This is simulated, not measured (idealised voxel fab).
process module | voxel capacitor over wiring
cross-section cut | 220 nm wide | cells 5 nm
A cross-section is a grid of square cells, given in bands from the top down. A band is one or more rows of cells.
Each band's line starts with the height of the band's top and of its bottom, in nm. Then come its materials from left to right, each with its width in nm. One material with "throughout" fills the band from edge to edge. "air" is empty space.
Height 0 is the level under which the wafer as received is all one material. The lowest band goes on downwards, as in "0 down".
A width such as "30 to 40" changes by the same amount from each row of cells to the next, from the band's top row to its bottom row.
"no change" after a step means that no cell of the cross-section changed.
closed voids: empty space of 8 cells or more with no open way to the top, each as width x height at its distance from the left edge, in nm
after a step's settings: what the simulator itself notes on the step
overlay nm, on a step with a mask: how far to the right of its planned place the mask lay; to the left if negative
plan
1 op RECEIVE | material Si
2 op CONFORMAL_DEP | material SiO2 | thk nm 15
3 op DIRECTIONAL_DEP | material TiN | thk nm 5
4 op DIRECTIONAL_DEP | material W | thk nm 15
5 op DIRECTIONAL_DEP | material aC | thk nm 15
6 op PATTERN | tone cover | mask id METAL_1 | material resist | width nm 30 | pitch nm 90 | thk nm 30 | overlay nm 0
7 op DIRECTIONAL_ETCH | etch materials aC | depth nm 15
8 op STRIP | etch materials resist
9 op DIRECTIONAL_ETCH | etch materials W | depth nm 15
10 op DIRECTIONAL_ETCH | etch materials TiN | depth nm 5
11 op STRIP | etch materials aC
12 op CONFORMAL_DEP | material SiN | thk nm 5
13 op FILL_DEP | material SiO2 | thk nm 5
14 op CMP | height nm 35
15 op CONFORMAL_DEP | material SiCN | thk nm 5
16 op DIRECTIONAL_DEP | material SiO2 | thk nm 15
17 op PATTERN | tone open | mask id PLUG_1 | material resist | width nm 15 | thk nm 15 | overlay nm 0
18 op DIRECTIONAL_ETCH | etch materials SiO2 | depth nm 15
19 op DIRECTIONAL_ETCH | etch materials SiCN | depth nm 5
20 op STRIP | etch materials resist
21 op CONFORMAL_DEP | material TiN | thk nm 5
22 op FILL_DEP | material Cu | thk nm 10
23 op CMP | height nm 55
24 op DIRECTIONAL_DEP | material TiN | thk nm 10
25 op DIRECTIONAL_DEP | material Al2O3 | thk nm 5
26 op DIRECTIONAL_DEP | material TiN | thk nm 5
27 op PATTERN | tone cover | mask id UPPER_PLATE | material resist | width nm 65 | thk nm 15 | overlay nm 0
28 op DIRECTIONAL_ETCH | etch materials TiN | depth nm 5
29 op DIRECTIONAL_ETCH | etch materials Al2O3 | depth nm 5
30 op STRIP | etch materials resist
31 op DIRECTIONAL_DEP | material aC | thk nm 10
32 op PATTERN | tone cover | mask id LOWER_PLATE | material resist | width nm 75 | thk nm 25 | overlay nm 0
33 op DIRECTIONAL_ETCH | etch materials aC | depth nm 10
34 op STRIP | etch materials resist
35 op DIRECTIONAL_ETCH | etch materials TiN | depth nm 10
36 op STRIP | etch materials aC
37 op FILL_DEP | material SiO2 | thk nm 20
38 op CMP | height nm 90
39 op MASKED_ETCH | tone open | mask id PLUG_2 | width nm 15 | etch materials SiO2 | depth nm 15 | overlay nm 0
40 op CONFORMAL_DEP | material TiN | thk nm 5
41 op FILL_DEP | material W | thk nm 5
42 op CMP | height nm 90
43 op CONFORMAL_DEP | material SiCN | thk nm 5
as received, after step 1
  0 down: Si throughout
  closed voids: none
a wafer at the end: this start, this plan, one mistake
  95 to 90: SiCN throughout
  90 to 80: SiO2 75 | TiN 5 | W 5 | TiN 5 | SiO2 130
  80 to 70: SiO2 75 to 65 | TiN 15 to 65 | SiO2 130 to 90
  70 to 65: SiO2 65 | Al2O3 65 | SiO2 90
  65 to 55: SiO2 60 | TiN 75 | SiO2 85
  55 to 40: SiO2 65 | TiN 5 | Cu 5 | TiN 5 | SiO2 140
  40 to 35: SiCN 65 | TiN 15 | SiCN 140
  35 to 30: SiN 50 | TiN 30 | SiN 60 | TiN 30 | SiN 50
  30 to 0: SiO2 throughout
  0 down: Si throughout
  closed voids: none
what went wrong: step 2 was run twice
